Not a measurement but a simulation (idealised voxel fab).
Proc. module: voxel trench capacitor
Cross-section cut spans 175 nm and uses square cells 5 nm in size.
A cross-section is written here as square cells arranged in a grid, and it is given in bands from the top down, each band taking up one or more rows of cells.
Band: top height; bottom height; in nm. Then, left to right: material with width in nm, for each material. "full width": a single material spanning edge to edge. "empty": empty space.
Heads up on the height convention: 0 is the point under which the incoming wafer is all one material, and the lowest band has no bottom, it just keeps going down, like "0 nm and below".
The width entry "30..40" should be interpreted row by row: the top row of cells in the band takes the first number, the bottom row takes the second number, and the change between adjacent rows is uniform throughout.
Reading "remains unaltered" for a step: not a cell of the cross-section changed in it.
"Voids, fully enclosed" contains a list of empty spaces, each no smaller than 8 cells and without an open way to the top, written in the form width x height at distance with the distance from the left edge and all three in nm.
On a step's line, text after the settings is the simulator commenting on that step.
A step's line can hold "overlay nm"; with a mask on that step, the setting says how far right of the planned place the mask lay, while a negative setting says it lay to the left.
Note on reading: below, each pair holds a cross-section from before one process step and one from after it; the one from after shows only down to the lowest band that changed. Beneath the pair, the step in between is stated along with its settings. The pairs can stem from different runs of this module on the same starting wafer. Where a pair's entry headed "State before" says so, and only there, that pair continues from the pair above it.
[State before]
    0 nm and below = Si full width
    Voids, fully enclosed: none
[Section, Post-Step]
    10 nm to 0 nm = SiN full width
    Anything lower than 0 is untouched.
    Voids, fully enclosed: none
Can you say which step sits between the two cross-sections above? op CONFORMAL_DEP | material SiN | thk nm 10
State before: The pre-step condition corresponds to the post-step cross-section depicted in the pair directly above.
[Section, Post-Step]
    25 nm to 10 nm = aC full width
    Anything lower than 10 is untouched.
    Voids, fully enclosed: none
Can you say which step sits between the two cross-sections above? op DIRECTIONAL_DEP | material aC | thk nm 15
State before: The pre-step condition corresponds to the post-step cross-section depicted in the pair directly above.
[Section, Post-Step]
    60 nm to 25 nm = resist (45) | empty (25) | resist (30) | empty (25) | resist (50)
    Anything lower than 25 is untouched.
    Voids, fully enclosed: none
Can you say which step sits between the two cross-sections above? op PATTERN | tone open | mask id TRENCH | material resist | width nm 25 | pitch nm 55 | thk nm 35 | overlay nm 0
State before: The pre-step condition corresponds to the post-step cross-section depicted in the pair directly above.
[Section, Post-Step]
    45 nm to 25 nm = resist (45) | empty (25) | resist (30) | empty (25) | resist (50)
    25 nm to 10 nm = aC (45) | empty (25) | aC (30) | empty (25) | aC (50)
    Anything lower than 10 is untouched.
    Voids, fully enclosed: none
Can you say which step sits between the two cross-sections above? op DIRECTIONAL_ETCH | etch materials aC | depth nm 15
State before: The pre-step condition corresponds to the post-step cross-section depicted in the pair directly above.
[Section, Post-Step]
    25 nm to 10 nm = aC (45) | empty (25) | aC (30) | empty (25) | aC (50)
    Anything lower than 10 is untouched.
    Voids, fully enclosed: none
Can you say which step sits between the two cross-sections above? op STRIP | etch materials resist
State before: The pre-step condition corresponds to the post-step cross-section depicted in the pair directly above.
[Section, Post-Step]
    25 nm to 10 nm = aC (45) | empty (25) | aC (30) | empty (25) | aC (50)
    10 nm to 0 nm = SiN (45) | empty (25) | SiN (30) | empty (25) | SiN (50)
    Anything lower than 0 is untouched.
    Voids, fully enclosed: none
Can you say which step sits between the two cross-sections above? op DIRECTIONAL_ETCH | etch materials SiN | depth nm 10
State before: The pre-step condition corresponds to the post-step cross-section depicted in the pair directly above.
[Section, Post-Step]
    25 nm to 10 nm = aC (45) | empty (25) | aC (30) | empty (25) | aC (50)
    10 nm to 0 nm = SiN (45) | empty (25) | SiN (30) | empty (25) | SiN (50)
    0 nm to -25 nm = Si (45) | empty (25) | Si (30) | empty (25) | Si (50)
    Anything lower than -25 is untouched.
    Voids, fully enclosed: none
Can you say which step sits between the two cross-sections above? op DIRECTIONAL_ETCH | etch materials Si | depth nm 25
State before: The pre-step condition corresponds to the post-step cross-section depicted in the pair directly above.
[Section, Post-Step]
    10 nm to 0 nm = SiN (45) | empty (25) | SiN (30) | empty (25) | SiN (50)
    Anything lower than 0 is untouched.
    Voids, fully enclosed: none
Can you say which step sits between the two cross-sections above? op STRIP | etch materials aC
State before: The pre-step condition corresponds to the post-step cross-section depicted in the pair directly above.
[Section, Post-Step]
    15 nm to 10 nm = Al2O3 (50) | empty (15) | Al2O3 (40) | empty (15) | Al2O3 (55)
    10 nm to 0 nm = SiN (45) | Al2O3 (5) | empty (15) | Al2O3 (5) | SiN (30) | Al2O3 (5) | empty (15) | Al2O3 (5) | SiN (50)
    0 nm to -20 nm = Si (45) | Al2O3 (5) | empty (15) | Al2O3 (5) | Si (30) | Al2O3 (5) | empty (15) | Al2O3 (5) | Si (50)
    -20 nm to -25 nm = Si (45) | Al2O3 (25) | Si (30) | Al2O3 (25) | Si (50)
    Anything lower than -25 is untouched.
    Voids, fully enclosed: none
Can you say which step sits between the two cross-sections above? op CONFORMAL_DEP | material Al2O3 | thk nm 5
State before: The pre-step condition corresponds to the post-step cross-section depicted in the pair directly above.
[Section, Post-Step]
    20 nm to 15 nm = TiN (55) | empty (5) | TiN (50) | empty (5) | TiN (60)
    15 nm to 10 nm = Al2O3 (50) | TiN (5) | empty (5) | TiN (5) | Al2O3 (40) | TiN (5) | empty (5) | TiN (5) | Al2O3 (55)
    10 nm to 0 nm = SiN (45) | Al2O3 (5) | TiN (5) | empty (5) | TiN (5) | Al2O3 (5) | SiN (30) | Al2O3 (5) | TiN (5) | empty (5) | TiN (5) | Al2O3 (5) | SiN (50)
    0 nm to -15 nm = Si (45) | Al2O3 (5) | TiN (5) | empty (5) | TiN (5) | Al2O3 (5) | Si (30) | Al2O3 (5) | TiN (5) | empty (5) | TiN (5) | Al2O3 (5) | Si (50)
    -15 nm to -20 nm = Si (45) | Al2O3 (5) | TiN (15) | Al2O3 (5) | Si (30) | Al2O3 (5) | TiN (15) | Al2O3 (5) | Si (50)
    Anything lower than -20 is untouched.
    Voids, fully enclosed: none
Can you say which step sits between the two cross-sections above? op CONFORMAL_DEP | material TiN | thk nm 5
State before: The pre-step condition corresponds to the post-step cross-section depicted in the pair directly above.
[Section, Post-Step]
    30 nm to 20 nm = W full width
    20 nm to 15 nm = TiN (55) | W (5) | TiN (50) | W (5) | TiN (60)
    15 nm to 10 nm = Al2O3 (50) | TiN (5) | W (5) | TiN (5) | Al2O3 (40) | TiN (5) | W (5) | TiN (5) | Al2O3 (55)
    10 nm to 0 nm = SiN (45) | Al2O3 (5) | TiN (5) | W (5) | TiN (5) | Al2O3 (5) | SiN (30) | Al2O3 (5) | TiN (5) | W (5) | TiN (5) | Al2O3 (5) | SiN (50)
    0 nm to -15 nm = Si (45) | Al2O3 (5) | TiN (5) | W (5) | TiN (5) | Al2O3 (5) | Si (30) | Al2O3 (5) | TiN (5) | W (5) | TiN (5) | Al2O3 (5) | Si (50)
    Anything lower than -15 is untouched.
    Voids, fully enclosed: none
Can you say which step sits between the two cross-sections above? op FILL_DEP | material W | thk nm 10
State before: The pre-step condition corresponds to the post-step cross-section depicted in the pair directly above.
[Section, Post-Step]
    10 nm to 0 nm = SiN (45) | Al2O3 (5) | TiN (5) | W (5) | TiN (5) | Al2O3 (5) | SiN (30) | Al2O3 (5) | TiN (5) | W (5) | TiN (5) | Al2O3 (5) | SiN (50)
    Anything lower than 0 is untouched.
    Voids, fully enclosed: none
Can you say which step sits between the two cross-sections above? op CMP | height nm 10
[State before]
    10 nm to 0 nm = SiN (45) | empty (25) | SiN (30) | empty (25) | SiN (50)
    0 nm to -25 nm = Si (45) | empty (25) | Si (30) | empty (25) | Si (50)
    -25 nm and below = Si full width
    Voids, fully enclosed: none
[Section, Post-Step]
    15 nm to 10 nm = TiN (50) | empty (15) | TiN (40) | empty (15) | TiN (55)
    10 nm to 0 nm = SiN (45) | TiN (5) | empty (15) | TiN (5) | SiN (30) | TiN (5) | empty (15) | TiN (5) | SiN (50)
    0 nm to -20 nm = Si (45) | TiN (5) | empty (15) | TiN (5) | Si (30) | TiN (5) | empty (15) | TiN (5) | Si (50)
    -20 nm to -25 nm = Si (45) | TiN (25) | Si (30) | TiN (25) | Si (50)
    Anything lower than -25 is untouched.
    Voids, fully enclosed: none
Can you say which step sits between the two cross-sections above? op CONFORMAL_DEP | material TiN | thk nm 5
State before: The pre-step condition corresponds to the post-step cross-section depicted in the pair directly above.
[Section, Post-Step]
    25 nm to 15 nm = W full width
    15 nm to 10 nm = TiN (50) | W (15) | TiN (40) | W (15) | TiN (55)
    10 nm to 0 nm = SiN (45) | TiN (5) | W (15) | TiN (5) | SiN (30) | TiN (5) | W (15) | TiN (5) | SiN (50)
    0 nm to -20 nm = Si (45) | TiN (5) | W (15) | TiN (5) | Si (30) | TiN (5) | W (15) | TiN (5) | Si (50)
    Anything lower than -20 is untouched.
    Voids, fully enclosed: none
Can you say which step sits between the two cross-sections above? op FILL_DEP | material W | thk nm 10
State before: The pre-step condition corresponds to the post-step cross-section depicted in the pair directly above.
[Section, Post-Step]
    10 nm to 0 nm = SiN (45) | TiN (5) | W (15) | TiN (5) | SiN (30) | TiN (5) | W (15) | TiN (5) | SiN (50)
    Anything lower than 0 is untouched.
    Voids, fully enclosed: none
Can you say which step sits between the two cross-sections above? op CMP | height nm 10
[State before]
    25 nm to 10 nm = aC (45) | empty (25) | aC (30) | empty (25) | aC (50)
    10 nm to 0 nm = SiN (45) | empty (25) | SiN (30) | empty (25) | SiN (50)
    0 nm to -25 nm = Si (45) | empty (25) | Si (30) | empty (25) | Si (50)
    -25 nm and below = Si full width
    Voids, fully enclosed: none
[Section, Post-Step]
    25 nm to 10 nm = aC (45) | empty (25) | aC (30) | empty (25) | aC (50)
    10 nm to 0 nm = SiN (45) | empty (25) | SiN (30) | empty (25) | SiN (50)
    0 nm to -50 nm = Si (45) | empty (25) | Si (30) | empty (25) | Si (50)
    Anything lower than -50 is untouched.
    Voids, fully enclosed: none
Can you say which step sits between the two cross-sections above? op DIRECTIONAL_ETCH | etch materials Si | depth nm 25
State before: The pre-step condition corresponds to the post-step cross-section depicted in the pair directly above.
[Section, Post-Step]
    10 nm to 0 nm = SiN (45) | empty (25) | SiN (30) | empty (25) | SiN (50)
    Anything lower than 0 is untouched.
    Voids, fully enclosed: none
Can you say which step sits between the two cross-sections above? op STRIP | etch materials aC
State before: The pre-step condition corresponds to the post-step cross-section depicted in the pair directly above.
[Section, Post-Step]
    15 nm to 10 nm = Al2O3 (50) | empty (15) | Al2O3 (40) | empty (15) | Al2O3 (55)
    10 nm to 0 nm = SiN (45) | Al2O3 (5) | empty (15) | Al2O3 (5) | SiN (30) | Al2O3 (5) | empty (15) | Al2O3 (5) | SiN (50)
    0 nm to -45 nm = Si (45) | Al2O3 (5) | empty (15) | Al2O3 (5) | Si (30) | Al2O3 (5) | empty (15) | Al2O3 (5) | Si (50)
    -45 nm to -50 nm = Si (45) | Al2O3 (25) | Si (30) | Al2O3 (25) | Si (50)
    Anything lower than -50 is untouched.
    Voids, fully enclosed: none
Can you say which step sits between the two cross-sections above? op CONFORMAL_DEP | material Al2O3 | thk nm 5
State before: The pre-step condition corresponds to the post-step cross-section depicted in the pair directly above.
[Section, Post-Step]
    20 nm to 15 nm = TiN (55) | empty (5) | TiN (50) | empty (5) | TiN (60)
    15 nm to 10 nm = Al2O3 (50) | TiN (5) | empty (5) | TiN (5) | Al2O3 (40) | TiN (5) | empty (5) | TiN (5) | Al2O3 (55)
    10 nm to 0 nm = SiN (45) | Al2O3 (5) | TiN (5) | empty (5) | TiN (5) | Al2O3 (5) | SiN (30) | Al2O3 (5) | TiN (5) | empty (5) | TiN (5) | Al2O3 (5) | SiN (50)
    0 nm to -40 nm = Si (45) | Al2O3 (5) | TiN (5) | empty (5) | TiN (5) | Al2O3 (5) | Si (30) | Al2O3 (5) | TiN (5) | empty (5) | TiN (5) | Al2O3 (5) | Si (50)
    -40 nm to -45 nm = Si (45) | Al2O3 (5) | TiN (15) | Al2O3 (5) | Si (30) | Al2O3 (5) | TiN (15) | Al2O3 (5) | Si (50)
    Anything lower than -45 is untouched.
    Voids, fully enclosed: none
Can you say which step sits between the two cross-sections above? op CONFORMAL_DEP | material TiN | thk nm 5
State before: The pre-step condition corresponds to the post-step cross-section depicted in the pair directly above.
[Section, Post-Step]
    30 nm to 20 nm = W full width
    20 nm to 15 nm = TiN (55) | W (5) | TiN (50) | W (5) | TiN (60)
    15 nm to 10 nm = Al2O3 (50) | TiN (5) | W (5) | TiN (5) | Al2O3 (40) | TiN (5) | W (5) | TiN (5) | Al2O3 (55)
    10 nm to 0 nm = SiN (45) | Al2O3 (5) | TiN (5) | W (5) | TiN (5) | Al2O3 (5) | SiN (30) | Al2O3 (5) | TiN (5) | W (5) | TiN (5) | Al2O3 (5) | SiN (50)
    0 nm to -40 nm = Si (45) | Al2O3 (5) | TiN (5) | W (5) | TiN (5) | Al2O3 (5) | Si (30) | Al2O3 (5) | TiN (5) | W (5) | TiN (5) | Al2O3 (5) | Si (50)
    Anything lower than -40 is untouched.
    Voids, fully enclosed: none
Can you say which step sits between the two cross-sections above? op FILL_DEP | material W | thk nm 10
State before: The pre-step condition corresponds to the post-step cross-section depicted in the pair directly above.
[Section, Post-Step]
    10 nm to 0 nm = SiN (45) | Al2O3 (5) | TiN (5) | W (5) | TiN (5) | Al2O3 (5) | SiN (30) | Al2O3 (5) | TiN (5) | W (5) | TiN (5) | Al2O3 (5) | SiN (50)
    Anything lower than 0 is untouched.
    Voids, fully enclosed: none
Can you say which step sits between the two cross-sections above? op CMP | height nm 10
[State before]
    15 nm to 10 nm = TiN (50) | empty (15) | TiN (40) | empty (15) | TiN (55)
    10 nm to 0 nm = SiN (45) | TiN (5) | empty (15) | TiN (5) | SiN (30) | TiN (5) | empty (15) | TiN (5) | SiN (50)
    0 nm to -20 nm = Si (45) | TiN (5) | empty (15) | TiN (5) | Si (30) | TiN (5) | empty (15) | TiN (5) | Si (50)
    -20 nm to -25 nm = Si (45) | TiN (25) | Si (30) | TiN (25) | Si (50)
    -25 nm and below = Si full width
    Voids, fully enclosed: none
[Section, Post-Step]
    20 nm to 15 nm = Al2O3 (55) | empty (5) | Al2O3 (50) | empty (5) | Al2O3 (60)
    15 nm to 10 nm = TiN (50) | Al2O3 (5) | empty (5) | Al2O3 (5) | TiN (40) | Al2O3 (5) | empty (5) | Al2O3 (5) | TiN (55)
    10 nm to 0 nm = SiN (45) | TiN (5) | Al2O3 (5) | empty (5) | Al2O3 (5) | TiN (5) | SiN (30) | TiN (5) | Al2O3 (5) | empty (5) | Al2O3 (5) | TiN (5) | SiN (50)
    0 nm to -15 nm = Si (45) | TiN (5) | Al2O3 (5) | empty (5) | Al2O3 (5) | TiN (5) | Si (30) | TiN (5) | Al2O3 (5) | empty (5) | Al2O3 (5) | TiN (5) | Si (50)
    -15 nm to -20 nm = Si (45) | TiN (5) | Al2O3 (15) | TiN (5) | Si (30) | TiN (5) | Al2O3 (15) | TiN (5) | Si (50)
    Anything lower than -20 is untouched.
    Voids, fully enclosed: none
Can you say which step sits between the two cross-sections above? op CONFORMAL_DEP | material Al2O3 | thk nm 5
State before: The pre-step condition corresponds to the post-step cross-section depicted in the pair directly above.
[Section, Post-Step]
    30 nm to 20 nm = W full width
    20 nm to 15 nm = Al2O3 (55) | W (5) | Al2O3 (50) | W (5) | Al2O3 (60)
    15 nm to 10 nm = TiN (50) | Al2O3 (5) | W (5) | Al2O3 (5) | TiN (40) | Al2O3 (5) | W (5) | Al2O3 (5) | TiN (55)
    10 nm to 0 nm = SiN (45) | TiN (5) | Al2O3 (5) | W (5) | Al2O3 (5) | TiN (5) | SiN (30) | TiN (5) | Al2O3 (5) | W (5) | Al2O3 (5) | TiN (5) | SiN (50)
    0 nm to -15 nm = Si (45) | TiN (5) | Al2O3 (5) | W (5) | Al2O3 (5) | TiN (5) | Si (30) | TiN (5) | Al2O3 (5) | W (5) | Al2O3 (5) | TiN (5) | Si (50)
    Anything lower than -15 is untouched.
    Voids, fully enclosed: none
Can you say which step sits between the two cross-sections above? op FILL_DEP | material W | thk nm 10
State before: The pre-step condition corresponds to the post-step cross-section depicted in the pair directly above.
[Section, Post-Step]
    10 nm to 0 nm = SiN (45) | TiN (5) | Al2O3 (5) | W (5) | Al2O3 (5) | TiN (5) | SiN (30) | TiN (5) | Al2O3 (5) | W (5) | Al2O3 (5) | TiN (5) | SiN (50)
    Anything lower than 0 is untouched.
    Voids, fully enclosed: none
Can you say which step sits between the two cross-sections above? op CMP | height nm 10
[State before]
    25 nm to 10 nm = aC (45) | empty (25) | aC (30) | empty (25) | aC (50)
    10 nm to 0 nm = SiN (45) | empty (25) | SiN (30) | empty (25) | SiN (50)
    0 nm and below = Si full width
    Voids, fully enclosed: none
[Section, Post-Step]
    25 nm to 10 nm = aC (45) | empty (25) | aC (30) | empty (25) | aC (50)
    10 nm to 0 nm = SiN (45) | empty (25) | SiN (30) | empty (25) | SiN (50)
    0 nm to -30 nm = Si (45) | empty (25) | Si (30) | empty (25) | Si (50)
    Anything lower than -30 is untouched.
    Voids, fully enclosed: none
Can you say which step sits between the two cross-sections above? op DIRECTIONAL_ETCH | etch materials Si | depth nm 30
State before: The pre-step condition corresponds to the post-step cross-section depicted in the pair directly above.
[Section, Post-Step]
    10 nm to 0 nm = SiN (45) | empty (25) | SiN (30) | empty (25) | SiN (50)
    Anything lower than 0 is untouched.
    Voids, fully enclosed: none
Can you say which step sits between the two cross-sections above? op STRIP | etch materials aC
State before: The pre-step condition corresponds to the post-step cross-section depicted in the pair directly above.
[Section, Post-Step]
    15 nm to 10 nm = Al2O3 (50) | empty (15) | Al2O3 (40) | empty (15) | Al2O3 (55)
    10 nm to 0 nm = SiN (45) | Al2O3 (5) | empty (15) | Al2O3 (5) | SiN (30) | Al2O3 (5) | empty (15) | Al2O3 (5) | SiN (50)
    0 nm to -25 nm = Si (45) | Al2O3 (5) | empty (15) | Al2O3 (5) | Si (30) | Al2O3 (5) | empty (15) | Al2O3 (5) | Si (50)
    -25 nm to -30 nm = Si (45) | Al2O3 (25) | Si (30) | Al2O3 (25) | Si (50)
    Anything lower than -30 is untouched.
    Voids, fully enclosed: none
Can you say which step sits between the two cross-sections above? op CONFORMAL_DEP | material Al2O3 | thk nm 5
State before: The pre-step condition corresponds to the post-step cross-section depicted in the pair directly above.
[Section, Post-Step]
    20 nm to 15 nm = TiN (55) | empty (5) | TiN (50) | empty (5) | TiN (60)
    15 nm to 10 nm = Al2O3 (50) | TiN (5) | empty (5) | TiN (5) | Al2O3 (40) | TiN (5) | empty (5) | TiN (5) | Al2O3 (55)
    10 nm to 0 nm = SiN (45) | Al2O3 (5) | TiN (5) | empty (5) | TiN (5) | Al2O3 (5) | SiN (30) | Al2O3 (5) | TiN (5) | empty (5) | TiN (5) | Al2O3 (5) | SiN (50)
    0 nm to -20 nm = Si (45) | Al2O3 (5) | TiN (5) | empty (5) | TiN (5) | Al2O3 (5) | Si (30) | Al2O3 (5) | TiN (5) | empty (5) | TiN (5) | Al2O3 (5) | Si (50)
    -20 nm to -25 nm = Si (45) | Al2O3 (5) | TiN (15) | Al2O3 (5) | Si (30) | Al2O3 (5) | TiN (15) | Al2O3 (5) | Si (50)
    Anything lower than -25 is untouched.
    Voids, fully enclosed: none
Can you say which step sits between the two cross-sections above? op CONFORMAL_DEP | material TiN | thk nm 5
State before: The pre-step condition corresponds to the post-step cross-section depicted in the pair directly above.
[Section, Post-Step]
    30 nm to 20 nm = W full width
    20 nm to 15 nm = TiN (55) | W (5) | TiN (50) | W (5) | TiN (60)
    15 nm to 10 nm = Al2O3 (50) | TiN (5) | W (5) | TiN (5) | Al2O3 (40) | TiN (5) | W (5) | TiN (5) | Al2O3 (55)
    10 nm to 0 nm = SiN (45) | Al2O3 (5) | TiN (5) | W (5) | TiN (5) | Al2O3 (5) | SiN (30) | Al2O3 (5) | TiN (5) | W (5) | TiN (5) | Al2O3 (5) | SiN (50)
    0 nm to -20 nm = Si (45) | Al2O3 (5) | TiN (5) | W (5) | TiN (5) | Al2O3 (5) | Si (30) | Al2O3 (5) | TiN (5) | W (5) | TiN (5) | Al2O3 (5) | Si (50)
    Anything lower than -20 is untouched.
    Voids, fully enclosed: none
Can you say which step sits between the two cross-sections above? op FILL_DEP | material W | thk nm 10
State before: The pre-step condition corresponds to the post-step cross-section depicted in the pair directly above.
[Section, Post-Step]
    10 nm to 0 nm = SiN (45) | Al2O3 (5) | TiN (5) | W (5) | TiN (5) | Al2O3 (5) | SiN (30) | Al2O3 (5) | TiN (5) | W (5) | TiN (5) | Al2O3 (5) | SiN (50)
    Anything lower than 0 is untouched.
    Voids, fully enclosed: none
Can you say which step sits between the two cross-sections above? op CMP | height nm 10
[State before]
    25 nm to 10 nm = aC full width
    10 nm to 0 nm = SiN full width
    0 nm and below = Si full width
    Voids, fully enclosed: none
[Section, Post-Step]
    60 nm to 25 nm = resist (45) | empty (30) | resist (25) | empty (30) | resist (45)
    Anything lower than 25 is untouched.
    Voids, fully enclosed: none
Can you say which step sits between the two cross-sections above? op PATTERN | tone open | mask id TRENCH | material resist | width nm 30 | pitch nm 55 | thk nm 35 | overlay nm 0
State before: The pre-step condition corresponds to the post-step cross-section depicted in the pair directly above.
[Section, Post-Step]
    45 nm to 25 nm = resist (45) | empty (30) | resist (25) | empty (30) | resist (45)
    25 nm to 10 nm = aC (45) | empty (30) | aC (25) | empty (30) | aC (45)
    Anything lower than 10 is untouched.
    Voids, fully enclosed: none
Can you say which step sits between the two cross-sections above? op DIRECTIONAL_ETCH | etch materials aC | depth nm 15
State before: The pre-step condition corresponds to the post-step cross-section depicted in the pair directly above.
[Section, Post-Step]
    25 nm to 10 nm = aC (45) | empty (30) | aC (25) | empty (30) | aC (45)
    Anything lower than 10 is untouched.
    Voids, fully enclosed: none
Can you say which step sits between the two cross-sections above? op STRIP | etch materials resist
State before: The pre-step condition corresponds to the post-step cross-section depicted in the pair directly above.
[Section, Post-Step]
    25 nm to 10 nm = aC (45) | empty (30) | aC (25) | empty (30) | aC (45)
    10 nm to 0 nm = SiN (45) | empty (30) | SiN (25) | empty (30) | SiN (45)
    Anything lower than 0 is untouched.
    Voids, fully enclosed: none
Can you say which step sits between the two cross-sections above? op DIRECTIONAL_ETCH | etch materials SiN | depth nm 10
State before: The pre-step condition corresponds to the post-step cross-section depicted in the pair directly above.
[Section, Post-Step]
    25 nm to 10 nm = aC (45) | empty (30) | aC (25) | empty (30) | aC (45)
    10 nm to 0 nm = SiN (45) | empty (30) | SiN (25) | empty (30) | SiN (45)
    0 nm to -25 nm = Si (45) | empty (30) | Si (25) | empty (30) | Si (45)
    Anything lower than -25 is untouched.
    Voids, fully enclosed: none
Can you say which step sits between the two cross-sections above? op DIRECTIONAL_ETCH | etch materials Si | depth nm 25
State before: The pre-step condition corresponds to the post-step cross-section depicted in the pair directly above.
[Section, Post-Step]
    10 nm to 0 nm = SiN (45) | empty (30) | SiN (25) | empty (30) | SiN (45)
    Anything lower than 0 is untouched.
    Voids, fully enclosed: none
Can you say which step sits between the two cross-sections above? op STRIP | etch materials aC
State before: The pre-step condition corresponds to the post-step cross-section depicted in the pair directly above.
[Section, Post-Step]
    15 nm to 10 nm = Al2O3 (50) | empty (20) | Al2O3 (35) | empty (20) | Al2O3 (50)
    10 nm to 0 nm = SiN (45) | Al2O3 (5) | empty (20) | Al2O3 (5) | SiN (25) | Al2O3 (5) | empty (20) | Al2O3 (5) | SiN (45)
    0 nm to -20 nm = Si (45) | Al2O3 (5) | empty (20) | Al2O3 (5) | Si (25) | Al2O3 (5) | empty (20) | Al2O3 (5) | Si (45)
    -20 nm to -25 nm = Si (45) | Al2O3 (30) | Si (25) | Al2O3 (30) | Si (45)
    Anything lower than -25 is untouched.
    Voids, fully enclosed: none
Can you say which step sits between the two cross-sections above? op CONFORMAL_DEP | material Al2O3 | thk nm 5
State before: The pre-step condition corresponds to the post-step cross-section depicted in the pair directly above.
[Section, Post-Step]
    20 nm to 15 nm = TiN (55) | empty (10) | TiN (45) | empty (10) | TiN (55)
    15 nm to 10 nm = Al2O3 (50) | TiN (5) | empty (10) | TiN (5) | Al2O3 (35) | TiN (5) | empty (10) | TiN (5) | Al2O3 (50)
    10 nm to 0 nm = SiN (45) | Al2O3 (5) | TiN (5) | empty (10) | TiN (5) | Al2O3 (5) | SiN (25) | Al2O3 (5) | TiN (5) | empty (10) | TiN (5) | Al2O3 (5) | SiN (45)
    0 nm to -15 nm = Si (45) | Al2O3 (5) | TiN (5) | empty (10) | TiN (5) | Al2O3 (5) | Si (25) | Al2O3 (5) | TiN (5) | empty (10) | TiN (5) | Al2O3 (5) | Si (45)
    -15 nm to -20 nm = Si (45) | Al2O3 (5) | TiN (20) | Al2O3 (5) | Si (25) | Al2O3 (5) | TiN (20) | Al2O3 (5) | Si (45)
    Anything lower than -20 is untouched.
    Voids, fully enclosed: none
Can you say which step sits between the two cross-sections above? op CONFORMAL_DEP | material TiN | thk nm 5
State before: The pre-step condition corresponds to the post-step cross-section depicted in the pair directly above.
[Section, Post-Step]
    30 nm to 20 nm = W full width
    20 nm to 15 nm = TiN (55) | W (10) | TiN (45) | W (10) | TiN (55)
    15 nm to 10 nm = Al2O3 (50) | TiN (5) | W (10) | TiN (5) | Al2O3 (35) | TiN (5) | W (10) | TiN (5) | Al2O3 (50)
    10 nm to 0 nm = SiN (45) | Al2O3 (5) | TiN (5) | W (10) | TiN (5) | Al2O3 (5) | SiN (25) | Al2O3 (5) | TiN (5) | W (10) | TiN (5) | Al2O3 (5) | SiN (45)
    0 nm to -15 nm = Si (45) | Al2O3 (5) | TiN (5) | W (10) | TiN (5) | Al2O3 (5) | Si (25) | Al2O3 (5) | TiN (5) | W (10) | TiN (5) | Al2O3 (5) | Si (45)
    Anything lower than -15 is untouched.
    Voids, fully enclosed: none
Can you say which step sits between the two cross-sections above? op FILL_DEP | material W | thk nm 10
State before: The pre-step condition corresponds to the post-step cross-section depicted in the pair directly above.
[Section, Post-Step]
    10 nm to 0 nm = SiN (45) | Al2O3 (5) | TiN (5) | W (10) | TiN (5) | Al2O3 (5) | SiN (25) | Al2O3 (5) | TiN (5) | W (10) | TiN (5) | Al2O3 (5) | SiN (45)
    Anything lower than 0 is untouched.
    Voids, fully enclosed: none
Can you say which step sits between the two cross-sections above? op CMP | height nm 10
[State before]
    25 nm to 10 nm = aC full width
    10 nm to 0 nm = SiN full width
    0 nm and below = Si full width
    Voids, fully enclosed: none
[Section, Post-Step]
    60 nm to 25 nm = resist (55) | empty (25) | resist (30) | empty (25) | resist (40)
    Anything lower than 25 is untouched.
    Voids, fully enclosed: none
Can you say which step sits between the two cross-sections above? op PATTERN | tone open | mask id TRENCH | material resist | width nm 25 | pitch nm 55 | thk nm 35 | overlay nm 10
State before: The pre-step condition corresponds to the post-step cross-section depicted in the pair directly above.
[Section, Post-Step]
    45 nm to 25 nm = resist (55) | empty (25) | resist (30) | empty (25) | resist (40)
    25 nm to 10 nm = aC (55) | empty (25) | aC (30) | empty (25) | aC (40)
    Anything lower than 10 is untouched.
    Voids, fully enclosed: none
Can you say which step sits between the two cross-sections above? op DIRECTIONAL_ETCH | etch materials aC | depth nm 15
State before: The pre-step condition corresponds to the post-step cross-section depicted in the pair directly above.
[Section, Post-Step]
    25 nm to 10 nm = aC (55) | empty (25) | aC (30) | empty (25) | aC (40)
    Anything lower than 10 is untouched.
    Voids, fully enclosed: none
Can you say which step sits between the two cross-sections above? op STRIP | etch materials resist
State before: The pre-step condition corresponds to the post-step cross-section depicted in the pair directly above.
[Section, Post-Step]
    25 nm to 10 nm = aC (55) | empty (25) | aC (30) | empty (25) | aC (40)
    10 nm to 0 nm = SiN (55) | empty (25) | SiN (30) | empty (25) | SiN (40)
    Anything lower than 0 is untouched.
    Voids, fully enclosed: none
Can you say which step sits between the two cross-sections above? op DIRECTIONAL_ETCH | etch materials SiN | depth nm 10
State before: The pre-step condition corresponds to the post-step cross-section depicted in the pair directly above.
[Section, Post-Step]
    25 nm to 10 nm = aC (55) | empty (25) | aC (30) | empty (25) | aC (40)
    10 nm to 0 nm = SiN (55) | empty (25) | SiN (30) | empty (25) | SiN (40)
    0 nm to -25 nm = Si (55) | empty (25) | Si (30) | empty (25) | Si (40)
    Anything lower than -25 is untouched.
    Voids, fully enclosed: none
Can you say which step sits between the two cross-sections above? op DIRECTIONAL_ETCH | etch materials Si | depth nm 25
State before: The pre-step condition corresponds to the post-step cross-section depicted in the pair directly above.
[Section, Post-Step]
    10 nm to 0 nm = SiN (55) | empty (25) | SiN (30) | empty (25) | SiN (40)
    Anything lower than 0 is untouched.
    Voids, fully enclosed: none
Can you say which step sits between the two cross-sections above? op STRIP | etch materials aC
State before: The pre-step condition corresponds to the post-step cross-section depicted in the pair directly above.
[Section, Post-Step]
    15 nm to 10 nm = Al2O3 (60) | empty (15) | Al2O3 (40) | empty (15) | Al2O3 (45)
    10 nm to 0 nm = SiN (55) | Al2O3 (5) | empty (15) | Al2O3 (5) | SiN (30) | Al2O3 (5) | empty (15) | Al2O3 (5) | SiN (40)
    0 nm to -20 nm = Si (55) | Al2O3 (5) | empty (15) | Al2O3 (5) | Si (30) | Al2O3 (5) | empty (15) | Al2O3 (5) | Si (40)
    -20 nm to -25 nm = Si (55) | Al2O3 (25) | Si (30) | Al2O3 (25) | Si (40)
    Anything lower than -25 is untouched.
    Voids, fully enclosed: none
Can you say which step sits between the two cross-sections above? op CONFORMAL_DEP | material Al2O3 | thk nm 5
